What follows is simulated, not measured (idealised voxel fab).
Proc. module: voxel released beams
For reference, the cross-section in this document is cut, with width 295 nm and square cells of 5 nm.
Cross-section format: a grid of square cells, given as bands from top to bottom; each band is one or more rows of cells. Look at the band entry: it leads with the top's height and the bottom's height in nm. Then it lists the materials left to right, with a width in nm for each. The word "everywhere" on a single material says that material fills the band edge to edge. The word "empty" is empty space. Zero point of the height axis is 0; under it, received wafer = one material. Lowest band: continues down indefinitely, "0 nm and below". The two numbers in a width such as "30->40" mark its ends across the band: the first belongs to the top row of cells, the second to the bottom row, and from each row to the next the width moves by the same amount. Reading "nothing got changed" for a step: not a cell of the cross-section changed in it. Each empty space that has no open way to the top and spans at least 8 cells appears under "Encapsulated voids" as width x height at distance, the distance counted from the left edge, all in nm. Whatever follows a step's settings on its line is a remark the simulator itself makes about that step. On any step carrying a mask, the "overlay nm" setting, if present on the step's line, tells how far right of its planned place the mask lay; negative values point to the left.

The steps planned for the process are as follows
1 RECEIVE | material Si
2 CONFORMAL_DEP | material Al2O3 | thk nm 10
3 DIRECTIONAL_DEP | material SiO2 | thk nm 15
4 PATTERN | tone open | mask id ANCHOR | material resist | width nm 35 | thk nm 20 | overlay nm 0
5 DIRECTIONAL_ETCH | etch materials SiO2 | depth nm 15
6 STRIP | etch materials resist
7 CONFORMAL_DEP | material SiN | thk nm 15
8 DIRECTIONAL_DEP | material aC | thk nm 15
9 PATTERN | tone cover | mask id BEAM | material resist | width nm 115 | thk nm 30 | overlay nm 0
10 DIRECTIONAL_ETCH | etch materials aC | depth nm 15
11 STRIP | etch materials resist
12 DIRECTIONAL_ETCH | etch materials SiN | depth nm 15
13 STRIP | etch materials aC
14 STRIP | etch materials SiO2

Of two wafers, the first: run according to plan

as received, after step 1
    0 nm and below | Si everywhere
    Encapsulated voids: none

Step 2 done - wafer cross-section
    10 nm to 0 nm | Al2O3 everywhere
    Rest of section, below 0: as before.

Step 3 done - wafer cross-section
    25 nm to 10 nm | SiO2 everywhere
    Rest of section, below 10: as before.

Step 4 done - wafer cross-section
    45 nm to 25 nm | resist (90), then empty (35), then resist (170)
    Rest of section, below 25: as before.

Step 5 done - wafer cross-section
    45 nm to 25 nm | resist (90), then empty (35), then resist (170)
    25 nm to 10 nm | SiO2 (90), then empty (35), then SiO2 (170)
    Rest of section, below 10: as before.

Step 6 done - wafer cross-section
    25 nm to 10 nm | SiO2 (90), then empty (35), then SiO2 (170)
    Rest of section, below 10: as before.

Step 7 done - wafer cross-section
    40 nm to 25 nm | SiN (105), then empty (5), then SiN (185)
    25 nm to 10 nm | SiO2 (90), then SiN (35), then SiO2 (170)
    Rest of section, below 10: as before.

Step 8 done - wafer cross-section
    55 nm to 40 nm | aC (105), then empty (5), then aC (185)
    40 nm to 25 nm | SiN (105), then aC (5), then SiN (185)
    Rest of section, below 25: as before.

Step 9 done - wafer cross-section
    85 nm to 55 nm | empty (85), then resist (115), then empty (95)
    55 nm to 40 nm | aC (105), then resist (5), then aC (185)
    Rest of section, below 40: as before.

Step 10 done - wafer cross-section
    70 nm to 55 nm | empty (85), then resist (115), then empty (95)
    55 nm to 40 nm | empty (85), then aC (20), then resist (5), then aC (90), then empty (95)
    Rest of section, below 40: as before.

Step 11 done - wafer cross-section
    55 nm to 40 nm | empty (85), then aC (20), then empty (5), then aC (90), then empty (95)
    Rest of section, below 40: as before.

Step 12 done - wafer cross-section
    55 nm to 40 nm | empty (85), then aC (20), then empty (5), then aC (90), then empty (95)
    40 nm to 25 nm | empty (85), then SiN (20), then aC (5), then SiN (90), then empty (95)
    Rest of section, below 25: as before.

Step 13 done - wafer cross-section
    40 nm to 25 nm | empty (85), then SiN (20), then empty (5), then SiN (90), then empty (95)
    Rest of section, below 25: as before.

Step 14 done - wafer cross-section
    40 nm to 25 nm | empty (85), then SiN (20), then empty (5), then SiN (90), then empty (95)
    25 nm to 10 nm | empty (90), then SiN (35), then empty (170)
    Rest of section, below 10: as before.

Second Wafer (Identical Start and Plan, One Processing Error; Matches First Wafer Through Step 3)

Cross-section: second wafer, time at which step 4 was scheduled to end
    45 nm to 25 nm | resist (80), then empty (35), then resist (180)
    Rest of section, below 25: as before.

Cross-section: second wafer, time at which step 5 was scheduled to end
    45 nm to 25 nm | resist (80), then empty (35), then resist (180)
    25 nm to 10 nm | SiO2 (80), then empty (35), then SiO2 (180)
    Rest of section, below 10: as before.

Cross-section: second wafer, time at which step 6 was scheduled to end
    25 nm to 10 nm | SiO2 (80), then empty (35), then SiO2 (180)
    Rest of section, below 10: as before.

Cross-section: second wafer, time at which step 7 was scheduled to end
    40 nm to 25 nm | SiN (95), then empty (5), then SiN (195)
    25 nm to 10 nm | SiO2 (80), then SiN (35), then SiO2 (180)
    Rest of section, below 10: as before.

Cross-section: second wafer, time at which step 8 was scheduled to end
    55 nm to 40 nm | aC (95), then empty (5), then aC (195)
    40 nm to 25 nm | SiN (95), then aC (5), then SiN (195)
    Rest of section, below 25: as before.

Cross-section: second wafer, time at which step 9 was scheduled to end
    85 nm to 55 nm | empty (85), then resist (115), then empty (95)
    55 nm to 40 nm | aC (95), then resist (5), then aC (195)
    Rest of section, below 40: as before.

Cross-section: second wafer, time at which step 10 was scheduled to end
    70 nm to 55 nm | empty (85), then resist (115), then empty (95)
    55 nm to 40 nm | empty (85), then aC (10), then resist (5), then aC (100), then empty (95)
    Rest of section, below 40: as before.

Cross-section: second wafer, time at which step 11 was scheduled to end
    55 nm to 40 nm | empty (85), then aC (10), then empty (5), then aC (100), then empty (95)
    Rest of section, below 40: as before.

Cross-section: second wafer, time at which step 12 was scheduled to end
    55 nm to 40 nm | empty (85), then aC (10), then empty (5), then aC (100), then empty (95)
    40 nm to 25 nm | empty (85), then SiN (10), then aC (5), then SiN (100), then empty (95)
    Rest of section, below 25: as before.

Cross-section: second wafer, time at which step 13 was scheduled to end
    40 nm to 25 nm | empty (85), then SiN (10), then empty (5), then SiN (100), then empty (95)
    Rest of section, below 25: as before.

Cross-section: second wafer, time at which step 14 was scheduled to end
    40 nm to 25 nm | empty (85), then SiN (10), then empty (5), then SiN (100), then empty (95)
    25 nm to 10 nm | empty (80), then SiN (35), then empty (180)
    Rest of section, below 10: as before.
Where did the run depart from the plan? not per plan at step 4, really ran PATTERN | tone open | mask id ANCHOR | material resist | width nm 35 | thk nm 20 | overlay nm -10
Upon completion, the cell count for each material on the second wafer equals that on the first, whereas the spatial distribution of those cells differs.
